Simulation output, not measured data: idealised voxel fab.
process module | voxel tone inversion
cross-section cut | 250 nm wide | cells 5 nm
A cross-section is a grid of square cells, given in bands from the top down. A band is one or more rows of cells.
Each band's line starts with the height of the band's top and of its bottom, in nm. Then come its materials from left to right, each with its width in nm. One material with "throughout" fills the band from edge to edge. "air" is empty space.
Height 0 is the level under which the wafer as received is all one material. The lowest band goes on downwards, as in "0 down".
A width such as "30 to 40" changes by the same amount from each row of cells to the next, from the band's top row to its bottom row.
"no change" after a step means that no cell of the cross-section changed.
closed voids: empty space of 8 cells or more with no open way to the top, each as width x height at its distance from the left edge, in nm
after a step's settings: what the simulator itself notes on the step
overlay nm, on a step with a mask: how far to the right of its planned place the mask lay; to the left if negative
plan
1 op RECEIVE | material Si
2 op CONFORMAL_DEP | material SiCN | thk nm 5
3 op DIRECTIONAL_DEP | material polySi | thk nm 20
4 op PATTERN | tone cover | mask id POSTS | material resist | width nm 25 | pitch nm 50 | thk nm 25 | overlay nm 0
5 op DIRECTIONAL_ETCH | etch materials polySi | depth nm 20
6 op STRIP | etch materials resist
7 op FILL_DEP | material lowk | thk nm 5
8 op CMP | height nm 25
9 op STRIP | etch materials polySi
10 op CONFORMAL_DEP | material TiN | thk nm 5
11 op FILL_DEP | material Ru | thk nm 5
12 op CMP | height nm 25
13 op CONFORMAL_DEP | material SiCN | thk nm 5
first wafer, as planned
as received, after step 1
  0 down: Si throughout
  closed voids: none
after step 2
  5 to 0: SiCN throughout
  below 0: unchanged
after step 3
  25 to 5: polySi throughout
  below 5: unchanged
after step 4
  50 to 25: air 85 | resist 25 | air 25 | resist 25 | air 90
  below 25: unchanged
after step 5
  50 to 25: air 85 | resist 25 | air 25 | resist 25 | air 90
  25 to 5: air 85 | polySi 25 | air 25 | polySi 25 | air 90
  below 5: unchanged
after step 6
  25 to 5: air 85 | polySi 25 | air 25 | polySi 25 | air 90
  below 5: unchanged
after step 7
  30 to 25: lowk throughout
  25 to 5: lowk 85 | polySi 25 | lowk 25 | polySi 25 | lowk 90
  below 5: unchanged
after step 8
  25 to 5: lowk 85 | polySi 25 | lowk 25 | polySi 25 | lowk 90
  below 5: unchanged
after step 9
  25 to 5: lowk 85 | air 25 | lowk 25 | air 25 | lowk 90
  below 5: unchanged
after step 10
  30 to 25: TiN 90 | air 15 | TiN 35 | air 15 | TiN 95
  25 to 10: lowk 85 | TiN 5 | air 15 | TiN 5 | lowk 25 | TiN 5 | air 15 | TiN 5 | lowk 90
  10 to 5: lowk 85 | TiN 25 | lowk 25 | TiN 25 | lowk 90
  below 5: unchanged
after step 11
  35 to 30: Ru throughout
  30 to 25: TiN 90 | Ru 15 | TiN 35 | Ru 15 | TiN 95
  25 to 10: lowk 85 | TiN 5 | Ru 15 | TiN 5 | lowk 25 | TiN 5 | Ru 15 | TiN 5 | lowk 90
  below 10: unchanged
after step 12
  25 to 10: lowk 85 | TiN 5 | Ru 15 | TiN 5 | lowk 25 | TiN 5 | Ru 15 | TiN 5 | lowk 90
  below 10: unchanged
after step 13
  30 to 25: SiCN throughout
  below 25: unchanged
second wafer: like start, like plan, one mistake. Through step 1 it matches the first wafer
when step 2 should have ended: no change
when step 3 should have ended
  20 to 0: polySi throughout
  below 0: unchanged
when step 4 should have ended
  45 to 20: air 85 | resist 25 | air 25 | resist 25 | air 90
  below 20: unchanged
when step 5 should have ended
  45 to 20: air 85 | resist 25 | air 25 | resist 25 | air 90
  20 to 0: air 85 | polySi 25 | air 25 | polySi 25 | air 90
  below 0: unchanged
when step 6 should have ended
  20 to 0: air 85 | polySi 25 | air 25 | polySi 25 | air 90
  below 0: unchanged
when step 7 should have ended
  25 to 20: lowk throughout
  20 to 0: lowk 85 | polySi 25 | lowk 25 | polySi 25 | lowk 90
  below 0: unchanged
when step 8 should have ended: no change
when step 9 should have ended: no change
when step 10 should have ended
  30 to 25: TiN throughout
  below 25: unchanged
when step 11 should have ended
  35 to 30: Ru throughout
  below 30: unchanged
when step 12 should have ended
  25 to 20: lowk throughout
  below 20: unchanged
when step 13 should have ended
  30 to 25: SiCN throughout
  below 25: unchanged
what went wrong: step 2 was left out
at the end the second wafer has, in cells: 18 fewer of Ru | 50 fewer of SiCN | 22 fewer of TiN | 50 more of lowk | 40 more of polySi
